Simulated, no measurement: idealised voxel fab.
process module | voxel trench capacitor
cross-section cut | 160 nm wide | cells 5 nm
A cross-section is a grid of square cells, given in bands from the top down. A band is one or more rows of cells.
Each band's line starts with the height of the band's top and of its bottom, in nm. Then come its materials from left to right, each with its width in nm. One material with "throughout" fills the band from edge to edge. "air" is empty space.
Height 0 is the level under which the wafer as received is all one material. The lowest band goes on downwards, as in "0 down".
A width such as "30 to 40" changes by the same amount from each row of cells to the next, from the band's top row to its bottom row.
"no change" after a step means that no cell of the cross-section changed.
closed voids: empty space of 8 cells or more with no open way to the top, each as width x height at its distance from the left edge, in nm
after a step's settings: what the simulator itself notes on the step
overlay nm, on a step with a mask: how far to the right of its planned place the mask lay; to the left if negative
plan
1 op RECEIVE | material Si
2 op CONFORMAL_DEP | material SiN | thk nm 10
3 op MASKED_ETCH | tone open | mask id TRENCH | width nm 20 | pitch nm 35 | etch materials SiN | depth nm 5 | overlay nm 0
4 op MASKED_ETCH | tone open | mask id TRENCH | width nm 20 | pitch nm 35 | etch materials Si | depth nm 35 | overlay nm 0
5 op CONFORMAL_DEP | material SiO2 | thk nm 5
6 op FILL_DEP | material polySi | thk nm 10
7 op CMP | height nm 10
varied across the wafers: depth nm of step 3. The plan shows the first wafer's value. All wafers start alike
first wafer as received, after step 1
  0 down: Si throughout
  closed voids: none
first wafer at the end, after step 7
  10 to 5: SiN 35 | SiO2 20 | SiN 15 | SiO2 20 | SiN 15 | SiO2 20 | SiN 35
  5 to 0: SiN throughout
  0 down: Si throughout
  closed voids: none
last wafer at the end
  10 to 0: SiN 35 | SiO2 5 | polySi 10 | SiO2 5 | SiN 15 | SiO2 5 | polySi 10 | SiO2 5 | SiN 15 | SiO2 5 | polySi 10 | SiO2 5 | SiN 35
  0 to -30: Si 35 | SiO2 5 | polySi 10 | SiO2 5 | Si 15 | SiO2 5 | polySi 10 | SiO2 5 | Si 15 | SiO2 5 | polySi 10 | SiO2 5 | Si 35
  -30 to -35: Si 35 | SiO2 20 | Si 15 | SiO2 20 | Si 15 | SiO2 20 | Si 35
  -35 down: Si throughout
  closed voids: none
each wafer at the end: cells of each material gained (+) or lost (-) since it was received, then its closed voids
depth nm 5 | +52 SiN | +12 SiO2 | closed voids: none
depth nm 10 | -84 Si | +40 SiN | +60 SiO2 | +48 polySi | closed voids: none
depth nm 15 | -84 Si | +40 SiN | +60 SiO2 | +48 polySi | closed voids: none
depth nm 20 | -84 Si | +40 SiN | +60 SiO2 | +48 polySi | closed voids: none
depth nm 25 | -84 Si | +40 SiN | +60 SiO2 | +48 polySi | closed voids: none
